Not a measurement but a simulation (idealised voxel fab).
The process module that follows is named voxel self aligned contacts.
In the cross-section labelled cut, the width is 285 nm and each square cell is 5 nm.
Cross-section = grid of square cells, listed top down in bands; band = one or more rows. First you get the band's top height and its bottom height, in nm, and then the materials it's made of, left to right, with each width in nm. If you see a single material with "edge to edge", that one covers the band edge to edge. "air" is empty space. Zero point of the height axis is 0; under it, received wafer = one material. Lowest band: continues down indefinitely, "top 0, no bottom". You'd read "30..40" like this: the band's top row of cells is as wide as the first number, its bottom row is as wide as the second, and going down, every row changes width by the same amount as the row before did. For the purposes of this document, the phrase "no change occurred" attached to a step denotes that no cell within the cross-section was modified by that step. Listed in "Closed void catalog": every empty space of 8 or more cells without an open way to the top. Form: width x height at distance, the distance being from the left edge, all in nm. It should be noted that, on the line of a given step, the content following the step's settings is a remark produced by the simulator itself with respect to that step. overlay nm: right-of-plan distance of the mask on a masked step; negative values mean left-of-plan.

Planned process steps:
1) RECEIVE with material Si
2) OXIDIZE with depth nm 5
3) DIRECTIONAL_DEP with material polySi, thk nm 30
4) DIRECTIONAL_DEP with material SiN, thk nm 20
5) DIRECTIONAL_DEP with material aC, thk nm 15
6) PATTERN with tone cover, mask id GATE, material resist, width nm 25, pitch nm 60, thk nm 30, overlay nm 0
7) DIRECTIONAL_ETCH with etch materials aC, depth nm 15
8) STRIP with etch materials resist
9) DIRECTIONAL_ETCH with etch materials SiN, depth nm 20
10) DIRECTIONAL_ETCH with etch materials polySi, depth nm 30
11) STRIP with etch materials aC
12) CONFORMAL_DEP with material SiN, thk nm 10
13) DIRECTIONAL_ETCH with etch materials SiN, depth nm 10
14) FILL_DEP with material SiO2, thk nm 15
15) CMP with height nm 55
16) MASKED_ETCH with tone open, mask id CONTACT, width nm 45, pitch nm 60, etch materials SiO2, depth nm 60, overlay nm 0
17) CONFORMAL_DEP with material TiN, thk nm 5
18) FILL_DEP with material Ru, thk nm 10
19) CMP with height nm 55
20) CONFORMAL_DEP with material SiN, thk nm 5

Account of the first of two wafers, which was processed as intended:

Received-state cross-section, reflecting completion of step 1:
> top 0, no bottom = Si edge to edge
> Closed void catalog: none

Cross-section: wafer state after step 2:
> top 0, bottom -5 = SiO2 edge to edge
> Under -5: no change, same as before.

Cross-section: wafer state after step 3:
> top 30, bottom 0 = polySi edge to edge
> Under 0: no change, same as before.

Cross-section: wafer state after step 4:
> top 50, bottom 30 = SiN edge to edge
> Under 30: no change, same as before.

Cross-section: wafer state after step 5:
> top 65, bottom 50 = aC edge to edge
> Under 50: no change, same as before.

Cross-section: wafer state after step 6:
> top 95, bottom 65 = 70 of air | 25 of resist | 35 of air | 25 of resist | 35 of air | 25 of resist | 70 of air
> Under 65: no change, same as before.

Cross-section: wafer state after step 7:
> top 80, bottom 65 = 70 of air | 25 of resist | 35 of air | 25 of resist | 35 of air | 25 of resist | 70 of air
> top 65, bottom 50 = 70 of air | 25 of aC | 35 of air | 25 of aC | 35 of air | 25 of aC | 70 of air
> Under 50: no change, same as before.

Cross-section: wafer state after step 8:
> top 65, bottom 50 = 70 of air | 25 of aC | 35 of air | 25 of aC | 35 of air | 25 of aC | 70 of air
> Under 50: no change, same as before.

Cross-section: wafer state after step 9:
> top 65, bottom 50 = 70 of air | 25 of aC | 35 of air | 25 of aC | 35 of air | 25 of aC | 70 of air
> top 50, bottom 30 = 70 of air | 25 of SiN | 35 of air | 25 of SiN | 35 of air | 25 of SiN | 70 of air
> Under 30: no change, same as before.

Cross-section: wafer state after step 10:
> top 65, bottom 50 = 70 of air | 25 of aC | 35 of air | 25 of aC | 35 of air | 25 of aC | 70 of air
> top 50, bottom 30 = 70 of air | 25 of SiN | 35 of air | 25 of SiN | 35 of air | 25 of SiN | 70 of air
> top 30, bottom 0 = 70 of air | 25 of polySi | 35 of air | 25 of polySi | 35 of air | 25 of polySi | 70 of air
> Under 0: no change, same as before.

Cross-section: wafer state after step 11:
> top 50, bottom 30 = 70 of air | 25 of SiN | 35 of air | 25 of SiN | 35 of air | 25 of SiN | 70 of air
> Under 30: no change, same as before.

Cross-section: wafer state after step 12:
> top 60, bottom 30 = 60 of air | 45 of SiN | 15 of air | 45 of SiN | 15 of air | 45 of SiN | 60 of air
> top 30, bottom 10 = 60 of air | 10 of SiN | 25 of polySi | 10 of SiN | 15 of air | 10 of SiN | 25 of polySi | 10 of SiN | 15 of air | 10 of SiN | 25 of polySi | 10 of SiN | 60 of air
> top 10, bottom 0 = 70 of SiN | 25 of polySi | 35 of SiN | 25 of polySi | 35 of SiN | 25 of polySi | 70 of SiN
> Under 0: no change, same as before.

Cross-section: wafer state after step 13:
> top 50, bottom 30 = 60 of air | 45 of SiN | 15 of air | 45 of SiN | 15 of air | 45 of SiN | 60 of air
> top 30, bottom 0 = 60 of air | 10 of SiN | 25 of polySi | 10 of SiN | 15 of air | 10 of SiN | 25 of polySi | 10 of SiN | 15 of air | 10 of SiN | 25 of polySi | 10 of SiN | 60 of air
> Under 0: no change, same as before.

Cross-section: wafer state after step 14:
> top 65, bottom 50 = SiO2 edge to edge
> top 50, bottom 30 = 60 of SiO2 | 45 of SiN | 15 of SiO2 | 45 of SiN | 15 of SiO2 | 45 of SiN | 60 of SiO2
> top 30, bottom 0 = 60 of SiO2 | 10 of SiN | 25 of polySi | 10 of SiN | 15 of SiO2 | 10 of SiN | 25 of polySi | 10 of SiN | 15 of SiO2 | 10 of SiN | 25 of polySi | 10 of SiN | 60 of SiO2
> Under 0: no change, same as before.

Cross-section: wafer state after step 15:
> top 55, bottom 50 = SiO2 edge to edge
> Under 50: no change, same as before.

Cross-section: wafer state after step 16:
> top 55, bottom 50 = 90 of SiO2 | 45 of air | 15 of SiO2 | 45 of air | 90 of SiO2
> top 50, bottom 30 = 60 of SiO2 | 45 of SiN | 15 of air | 45 of SiN | 15 of air | 45 of SiN | 60 of SiO2
> top 30, bottom 0 = 60 of SiO2 | 10 of SiN | 25 of polySi | 10 of SiN | 15 of air | 10 of SiN | 25 of polySi | 10 of SiN | 15 of air | 10 of SiN | 25 of polySi | 10 of SiN | 60 of SiO2
> top 0, bottom -5 = 105 of SiO2 | 15 of air | 45 of SiO2 | 15 of air | 105 of SiO2
> Under -5: no change, same as before.

Cross-section: wafer state after step 17:
> top 60, bottom 55 = 95 of TiN | 35 of air | 25 of TiN | 35 of air | 95 of TiN
> top 55, bottom 50 = 90 of SiO2 | 20 of TiN | 5 of air | 20 of TiN | 15 of SiO2 | 20 of TiN | 5 of air | 20 of TiN | 90 of SiO2
> top 50, bottom 30 = 60 of SiO2 | 45 of SiN | 5 of TiN | 5 of air | 5 of TiN | 45 of SiN | 5 of TiN | 5 of air | 5 of TiN | 45 of SiN | 60 of SiO2
> top 30, bottom 0 = 60 of SiO2 | 10 of SiN | 25 of polySi | 10 of SiN | 5 of TiN | 5 of air | 5 of TiN | 10 of SiN | 25 of polySi | 10 of SiN | 5 of TiN | 5 of air | 5 of TiN | 10 of SiN | 25 of polySi | 10 of SiN | 60 of SiO2
> top 0, bottom -5 = 105 of SiO2 | 15 of TiN | 45 of SiO2 | 15 of TiN | 105 of SiO2
> Under -5: no change, same as before.

Cross-section: wafer state after step 18:
> top 70, bottom 60 = Ru edge to edge
> top 60, bottom 55 = 95 of TiN | 35 of Ru | 25 of TiN | 35 of Ru | 95 of TiN
> top 55, bottom 50 = 90 of SiO2 | 20 of TiN | 5 of Ru | 20 of TiN | 15 of SiO2 | 20 of TiN | 5 of Ru | 20 of TiN | 90 of SiO2
> top 50, bottom 30 = 60 of SiO2 | 45 of SiN | 5 of TiN | 5 of Ru | 5 of TiN | 45 of SiN | 5 of TiN | 5 of Ru | 5 of TiN | 45 of SiN | 60 of SiO2
> top 30, bottom 0 = 60 of SiO2 | 10 of SiN | 25 of polySi | 10 of SiN | 5 of TiN | 5 of Ru | 5 of TiN | 10 of SiN | 25 of polySi | 10 of SiN | 5 of TiN | 5 of Ru | 5 of TiN | 10 of SiN | 25 of polySi | 10 of SiN | 60 of SiO2
> Under 0: no change, same as before.

Cross-section: wafer state after step 19:
> top 55, bottom 50 = 90 of SiO2 | 20 of TiN | 5 of Ru | 20 of TiN | 15 of SiO2 | 20 of TiN | 5 of Ru | 20 of TiN | 90 of SiO2
> Under 50: no change, same as before.

Cross-section: wafer state after step 20:
> top 60, bottom 55 = SiN edge to edge
> Under 55: no change, same as before.

Second wafer, same starting state and plan as the first, one mistake in the run, identical through step 5:

Cross-section, second wafer, at the end time the plan gives for step 6:
> top 95, bottom 65 = 70 of resist | 25 of air | 35 of resist | 25 of air | 35 of resist | 25 of air | 70 of resist
> Under 65: no change, same as before.

Cross-section, second wafer, at the end time the plan gives for step 7:
> top 80, bottom 65 = 70 of resist | 25 of air | 35 of resist | 25 of air | 35 of resist | 25 of air | 70 of resist
> top 65, bottom 50 = 70 of aC | 25 of air | 35 of aC | 25 of air | 35 of aC | 25 of air | 70 of aC
> Under 50: no change, same as before.

Cross-section, second wafer, at the end time the plan gives for step 8:
> top 65, bottom 50 = 70 of aC | 25 of air | 35 of aC | 25 of air | 35 of aC | 25 of air | 70 of aC
> Under 50: no change, same as before.

Cross-section, second wafer, at the end time the plan gives for step 9:
> top 65, bottom 50 = 70 of aC | 25 of air | 35 of aC | 25 of air | 35 of aC | 25 of air | 70 of aC
> top 50, bottom 30 = 70 of SiN | 25 of air | 35 of SiN | 25 of air | 35 of SiN | 25 of air | 70 of SiN
> Under 30: no change, same as before.

Cross-section, second wafer, at the end time the plan gives for step 10:
> top 65, bottom 50 = 70 of aC | 25 of air | 35 of aC | 25 of air | 35 of aC | 25 of air | 70 of aC
> top 50, bottom 30 = 70 of SiN | 25 of air | 35 of SiN | 25 of air | 35 of SiN | 25 of air | 70 of SiN
> top 30, bottom 0 = 70 of polySi | 25 of air | 35 of polySi | 25 of air | 35 of polySi | 25 of air | 70 of polySi
> Under 0: no change, same as before.

Cross-section, second wafer, at the end time the plan gives for step 11:
> top 50, bottom 30 = 70 of SiN | 25 of air | 35 of SiN | 25 of air | 35 of SiN | 25 of air | 70 of SiN
> Under 30: no change, same as before.

Cross-section, second wafer, at the end time the plan gives for step 12:
> top 60, bottom 30 = 80 of SiN | 5 of air | 55 of SiN | 5 of air | 55 of SiN | 5 of air | 80 of SiN
> top 30, bottom 10 = 70 of polySi | 10 of SiN | 5 of air | 10 of SiN | 35 of polySi | 10 of SiN | 5 of air | 10 of SiN | 35 of polySi | 10 of SiN | 5 of air | 10 of SiN | 70 of polySi
> top 10, bottom 0 = 70 of polySi | 25 of SiN | 35 of polySi | 25 of SiN | 35 of polySi | 25 of SiN | 70 of polySi
> Under 0: no change, same as before.

Cross-section, second wafer, at the end time the plan gives for step 13:
> top 50, bottom 30 = 80 of SiN | 5 of air | 55 of SiN | 5 of air | 55 of SiN | 5 of air | 80 of SiN
> top 30, bottom 0 = 70 of polySi | 10 of SiN | 5 of air | 10 of SiN | 35 of polySi | 10 of SiN | 5 of air | 10 of SiN | 35 of polySi | 10 of SiN | 5 of air | 10 of SiN | 70 of polySi
> Under 0: no change, same as before.

Cross-section, second wafer, at the end time the plan gives for step 14:
> top 65, bottom 50 = SiO2 edge to edge
> top 50, bottom 30 = 80 of SiN | 5 of SiO2 | 55 of SiN | 5 of SiO2 | 55 of SiN | 5 of SiO2 | 80 of SiN
> top 30, bottom 0 = 70 of polySi | 10 of SiN | 5 of SiO2 | 10 of SiN | 35 of polySi | 10 of SiN | 5 of SiO2 | 10 of SiN | 35 of polySi | 10 of SiN | 5 of SiO2 | 10 of SiN | 70 of polySi
> Under 0: no change, same as before.

Cross-section, second wafer, at the end time the plan gives for step 15:
> top 55, bottom 50 = SiO2 edge to edge
> Under 50: no change, same as before.

Cross-section, second wafer, at the end time the plan gives for step 16:
> top 55, bottom 50 = 90 of SiO2 | 45 of air | 15 of SiO2 | 45 of air | 90 of SiO2
> Under 50: no change, same as before.

Cross-section, second wafer, at the end time the plan gives for step 17:
> top 60, bottom 55 = 95 of TiN | 35 of air | 25 of TiN | 35 of air | 95 of TiN
> top 55, bottom 50 = 90 of SiO2 | 45 of TiN | 15 of SiO2 | 45 of TiN | 90 of SiO2
> Under 50: no change, same as before.

Cross-section, second wafer, at the end time the plan gives for step 18:
> top 70, bottom 60 = Ru edge to edge
> top 60, bottom 55 = 95 of TiN | 35 of Ru | 25 of TiN | 35 of Ru | 95 of TiN
> Under 55: no change, same as before.

Cross-section, second wafer, at the end time the plan gives for step 19:
> top 55, bottom 50 = 90 of SiO2 | 45 of TiN | 15 of SiO2 | 45 of TiN | 90 of SiO2
> Under 50: no change, same as before.

Cross-section, second wafer, at the end time the plan gives for step 20:
> top 60, bottom 55 = SiN edge to edge
> Under 55: no change, same as before.
What broke from the plan during processing? rather than as planned, step 6 actually ran as PATTERN with tone open, mask id GATE, material resist, width nm 25, pitch nm 60, thk nm 30, overlay nm 0
End check, counted in cells, second wafer has more or fewer of these materials than the first: -22 Ru, +108 SiN, -204 SiO2, -44 TiN, +162 polySi
